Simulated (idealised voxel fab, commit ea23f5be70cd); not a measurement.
Documented hereafter: the process module known as voxel capacitor over wiring.
The cross-section on display is named cut; it measures 255 nm wide, and its cells are 5 nm squares.
When this document writes out a cross-section, it uses a grid of square cells and lists it as bands, beginning at the top and moving down, with a band standing for one or more rows of cells.
Heads up on the band format: heights come first, top then bottom, in nm. After that it's the materials left to right, each with its width in nm. A single material flagged "everywhere" fills the whole band edge to edge, and "air" means there's empty space there.
Heights are reckoned from 0. Under this level, the received wafer is all of one material. The bottommost band is open-ended downward, for example "0 nm and below".
A width such as "30 to 40" changes by the same amount from each row of cells to the next, from the band's top row to its bottom row.
Reading "nothing got changed" for a step: not a cell of the cross-section changed in it.
Heads up: "Unvented voids" only lists the empty pockets with no open path to the top that are 8 cells or more, and it writes them as width x height at distance, distance from the left edge, in nm.
Whatever follows a step's settings on its line is a remark the simulator itself makes about that step.
overlay nm: how far to the right of its planned place the mask lay on this masked step (negative: to the left).

## List of planned process steps
1 RECEIVE, material Si
2 CONFORMAL_DEP, material SiO2, thk nm 10
3 CONFORMAL_DEP, material SiCN, thk nm 5
4 DIRECTIONAL_DEP, material SiO2, thk nm 20
5 PATTERN, tone open, mask id METAL_1, material resist, width nm 30, pitch nm 95, thk nm 20, overlay nm 0
6 DIRECTIONAL_ETCH, etch materials SiO2, depth nm 20
7 DIRECTIONAL_ETCH, etch materials SiCN, depth nm 5
8 STRIP, etch materials resist
9 CONFORMAL_DEP, material TiN, thk nm 5
10 FILL_DEP, material Ru, thk nm 5
11 CMP, height nm 35
12 CONFORMAL_DEP, material SiCN, thk nm 5
13 DIRECTIONAL_DEP, material SiO2, thk nm 15
14 PATTERN, tone open, mask id PLUG_1, material resist, width nm 15, thk nm 20, overlay nm 0
15 DIRECTIONAL_ETCH, etch materials SiO2, depth nm 15
16 DIRECTIONAL_ETCH, etch materials SiCN, depth nm 5
17 STRIP, etch materials resist
18 EPI, material Ru, thk nm 10
19 EPI, material Ru, thk nm 10
20 DIRECTIONAL_DEP, material TiN, thk nm 10
21 DIRECTIONAL_DEP, material HfO2, thk nm 5
22 DIRECTIONAL_DEP, material TiN, thk nm 10
23 MASKED_ETCH, tone cover, mask id UPPER_PLATE, width nm 70, etch materials TiN, depth nm 10, overlay nm 0
24 MASKED_ETCH, tone cover, mask id UPPER_PLATE, width nm 70, etch materials HfO2, depth nm 5, overlay nm 0
25 DIRECTIONAL_DEP, material aC, thk nm 15
26 PATTERN, tone cover, mask id LOWER_PLATE, material resist, width nm 80, thk nm 35, overlay nm 0
27 DIRECTIONAL_ETCH, etch materials aC, depth nm 15
28 STRIP, etch materials resist
29 DIRECTIONAL_ETCH, etch materials TiN, depth nm 10
30 STRIP, etch materials aC
31 FILL_DEP, material SiO2, thk nm 15
32 CMP, height nm 90
33 DIRECTIONAL_DEP, material aC, thk nm 15
34 PATTERN, tone open, mask id PLUG_2, material resist, width nm 15, thk nm 30, overlay nm 0
35 DIRECTIONAL_ETCH, etch materials aC, depth nm 15
36 STRIP, etch materials resist
37 DIRECTIONAL_ETCH, etch materials SiO2, depth nm 10
38 STRIP, etch materials aC
39 CONFORMAL_DEP, material TiN, thk nm 5
40 FILL_DEP, material W, thk nm 10
41 CMP, height nm 90
42 CONFORMAL_DEP, material SiN, thk nm 5

## Concerning the first of two wafers, which was run in accordance with the plan

## Delivered wafer in cross-section: state after step 1
  0 nm and below: Si everywhere
  Unvented voids: none

## Wafer section view after processing step 2
  10 nm to 0 nm: SiO2 everywhere
  Everything below 0 is unchanged.

## Wafer section view after processing step 3
  15 nm to 10 nm: SiCN everywhere
  Everything below 10 is unchanged.

## Wafer section view after processing step 4
  35 nm to 15 nm: SiO2 everywhere
  Everything below 15 is unchanged.

## Wafer section view after processing step 5
  55 nm to 35 nm: resist: 65, then air: 30, then resist: 65, then air: 30, then resist: 65
  Everything below 35 is unchanged.

## Wafer section view after processing step 6
  55 nm to 35 nm: resist: 65, then air: 30, then resist: 65, then air: 30, then resist: 65
  35 nm to 15 nm: SiO2: 65, then air: 30, then SiO2: 65, then air: 30, then SiO2: 65
  Everything below 15 is unchanged.

## Wafer section view after processing step 7
  55 nm to 35 nm: resist: 65, then air: 30, then resist: 65, then air: 30, then resist: 65
  35 nm to 15 nm: SiO2: 65, then air: 30, then SiO2: 65, then air: 30, then SiO2: 65
  15 nm to 10 nm: SiCN: 65, then air: 30, then SiCN: 65, then air: 30, then SiCN: 65
  Everything below 10 is unchanged.

## Wafer section view after processing step 8
  35 nm to 15 nm: SiO2: 65, then air: 30, then SiO2: 65, then air: 30, then SiO2: 65
  Everything below 15 is unchanged.

## Wafer section view after processing step 9
  40 nm to 35 nm: TiN: 70, then air: 20, then TiN: 75, then air: 20, then TiN: 70
  35 nm to 15 nm: SiO2: 65, then TiN: 5, then air: 20, then TiN: 5, then SiO2: 65, then TiN: 5, then air: 20, then TiN: 5, then SiO2: 65
  15 nm to 10 nm: SiCN: 65, then TiN: 30, then SiCN: 65, then TiN: 30, then SiCN: 65
  Everything below 10 is unchanged.

## Wafer section view after processing step 10
  45 nm to 40 nm: Ru everywhere
  40 nm to 35 nm: TiN: 70, then Ru: 20, then TiN: 75, then Ru: 20, then TiN: 70
  35 nm to 15 nm: SiO2: 65, then TiN: 5, then Ru: 20, then TiN: 5, then SiO2: 65, then TiN: 5, then Ru: 20, then TiN: 5, then SiO2: 65
  Everything below 15 is unchanged.

## Wafer section view after processing step 11
  35 nm to 15 nm: SiO2: 65, then TiN: 5, then Ru: 20, then TiN: 5, then SiO2: 65, then TiN: 5, then Ru: 20, then TiN: 5, then SiO2: 65
  Everything below 15 is unchanged.

## Wafer section view after processing step 12
  40 nm to 35 nm: SiCN everywhere
  Everything below 35 is unchanged.

## Wafer section view after processing step 13
  55 nm to 40 nm: SiO2 everywhere
  Everything below 40 is unchanged.

## Wafer section view after processing step 14
  75 nm to 55 nm: resist: 80, then air: 15, then resist: 160
  Everything below 55 is unchanged.

## Wafer section view after processing step 15
  75 nm to 55 nm: resist: 80, then air: 15, then resist: 160
  55 nm to 40 nm: SiO2: 80, then air: 15, then SiO2: 160
  Everything below 40 is unchanged.

## Wafer section view after processing step 16
  75 nm to 55 nm: resist: 80, then air: 15, then resist: 160
  55 nm to 40 nm: SiO2: 80, then air: 15, then SiO2: 160
  40 nm to 35 nm: SiCN: 80, then air: 15, then SiCN: 160
  Everything below 35 is unchanged.

## Wafer section view after processing step 17
  55 nm to 40 nm: SiO2: 80, then air: 15, then SiO2: 160
  Everything below 40 is unchanged.

## Wafer section view after processing step 18
  55 nm to 45 nm: SiO2: 80, then air: 15, then SiO2: 160
  45 nm to 40 nm: SiO2: 80, then Ru: 15, then SiO2: 160
  40 nm to 35 nm: SiCN: 80, then Ru: 15, then SiCN: 160
  Everything below 35 is unchanged.

## Wafer section view after processing step 19
  55 nm to 40 nm: SiO2: 80, then Ru: 15, then SiO2: 160
  Everything below 40 is unchanged.

## Wafer section view after processing step 20
  65 nm to 55 nm: TiN everywhere
  Everything below 55 is unchanged.

## Wafer section view after processing step 21
  70 nm to 65 nm: HfO2 everywhere
  Everything below 65 is unchanged.

## Wafer section view after processing step 22
  80 nm to 70 nm: TiN everywhere
  Everything below 70 is unchanged.

## Wafer section view after processing step 23
  80 nm to 70 nm: air: 80, then TiN: 70, then air: 105
  Everything below 70 is unchanged.

## Wafer section view after processing step 24
  80 nm to 70 nm: air: 80, then TiN: 70, then air: 105
  70 nm to 65 nm: air: 80, then HfO2: 70, then air: 105
  Everything below 65 is unchanged.

## Wafer section view after processing step 25
  95 nm to 80 nm: air: 80, then aC: 70, then air: 105
  80 nm to 70 nm: aC: 80, then TiN: 70, then aC: 105
  70 nm to 65 nm: aC: 80, then HfO2: 70, then aC: 105
  Everything below 65 is unchanged.

## Wafer section view after processing step 26
  130 nm to 95 nm: air: 75, then resist: 80, then air: 100
  95 nm to 80 nm: air: 75, then resist: 5, then aC: 70, then resist: 5, then air: 100
  Everything below 80 is unchanged.

## Wafer section view after processing step 27
  115 nm to 95 nm: air: 75, then resist: 80, then air: 100
  95 nm to 80 nm: air: 75, then resist: 5, then aC: 70, then resist: 5, then air: 100
  80 nm to 70 nm: air: 75, then aC: 5, then TiN: 70, then aC: 5, then air: 100
  70 nm to 65 nm: air: 75, then aC: 5, then HfO2: 70, then aC: 5, then air: 100
  Everything below 65 is unchanged.

## Wafer section view after processing step 28
  95 nm to 80 nm: air: 80, then aC: 70, then air: 105
  Everything below 80 is unchanged.

## Wafer section view after processing step 29
  95 nm to 80 nm: air: 80, then aC: 70, then air: 105
  80 nm to 70 nm: air: 75, then aC: 5, then TiN: 70, then aC: 5, then air: 100
  70 nm to 65 nm: air: 75, then aC: 5, then HfO2: 70, then aC: 5, then air: 100
  65 nm to 55 nm: air: 75, then TiN: 80, then air: 100
  Everything below 55 is unchanged.

## Wafer section view after processing step 30
  80 nm to 70 nm: air: 80, then TiN: 70, then air: 105
  70 nm to 65 nm: air: 80, then HfO2: 70, then air: 105
  Everything below 65 is unchanged.

## Wafer section view after processing step 31
  95 nm to 80 nm: SiO2 everywhere
  80 nm to 70 nm: SiO2: 80, then TiN: 70, then SiO2: 105
  70 nm to 65 nm: SiO2: 80, then HfO2: 70, then SiO2: 105
  65 nm to 55 nm: SiO2: 75, then TiN: 80, then SiO2: 100
  Everything below 55 is unchanged.

## Wafer section view after processing step 32
  90 nm to 80 nm: SiO2 everywhere
  Everything below 80 is unchanged.

## Wafer section view after processing step 33
  105 nm to 90 nm: aC everywhere
  Everything below 90 is unchanged.

## Wafer section view after processing step 34
  135 nm to 105 nm: resist: 90, then air: 15, then resist: 150
  Everything below 105 is unchanged.

## Wafer section view after processing step 35
  120 nm to 105 nm: resist: 90, then air: 15, then resist: 150
  105 nm to 90 nm: aC: 90, then air: 15, then aC: 150
  Everything below 90 is unchanged.

## Wafer section view after processing step 36
  105 nm to 90 nm: aC: 90, then air: 15, then aC: 150
  Everything below 90 is unchanged.

## Wafer section view after processing step 37
  105 nm to 90 nm: aC: 90, then air: 15, then aC: 150
  90 nm to 80 nm: SiO2: 90, then air: 15, then SiO2: 150
  Everything below 80 is unchanged.

## Wafer section view after processing step 38
  90 nm to 80 nm: SiO2: 90, then air: 15, then SiO2: 150
  Everything below 80 is unchanged.

## Wafer section view after processing step 39
  95 nm to 90 nm: TiN: 95, then air: 5, then TiN: 155
  90 nm to 85 nm: SiO2: 90, then TiN: 5, then air: 5, then TiN: 5, then SiO2: 150
  85 nm to 80 nm: SiO2: 90, then TiN: 15, then SiO2: 150
  Everything below 80 is unchanged.

## Wafer section view after processing step 40
  105 nm to 95 nm: W everywhere
  95 nm to 90 nm: TiN: 95, then W: 5, then TiN: 155
  90 nm to 85 nm: SiO2: 90, then TiN: 5, then W: 5, then TiN: 5, then SiO2: 150
  Everything below 85 is unchanged.

## Wafer section view after processing step 41
  90 nm to 85 nm: SiO2: 90, then TiN: 5, then W: 5, then TiN: 5, then SiO2: 150
  Everything below 85 is unchanged.

## Wafer section view after processing step 42
  95 nm to 90 nm: SiN everywhere
  Everything below 90 is unchanged.

## The second wafer was prepared from the same starting point and under the same plan as the first; its processing contained one mistake, and it remains indistinguishable from the first wafer up to and including step 41

## Second wafer, cross-section, planned end of step 42
  95 nm to 90 nm: Ru everywhere
  Everything below 90 is unchanged.
What broke from the plan during processing? in deviation from the planned setting, step 42 was conducted as CONFORMAL_DEP, material Ru, thk nm 5
Materials where the second wafer ends with more or fewer cells than the first: 51 more of Ru, 51 fewer of SiN
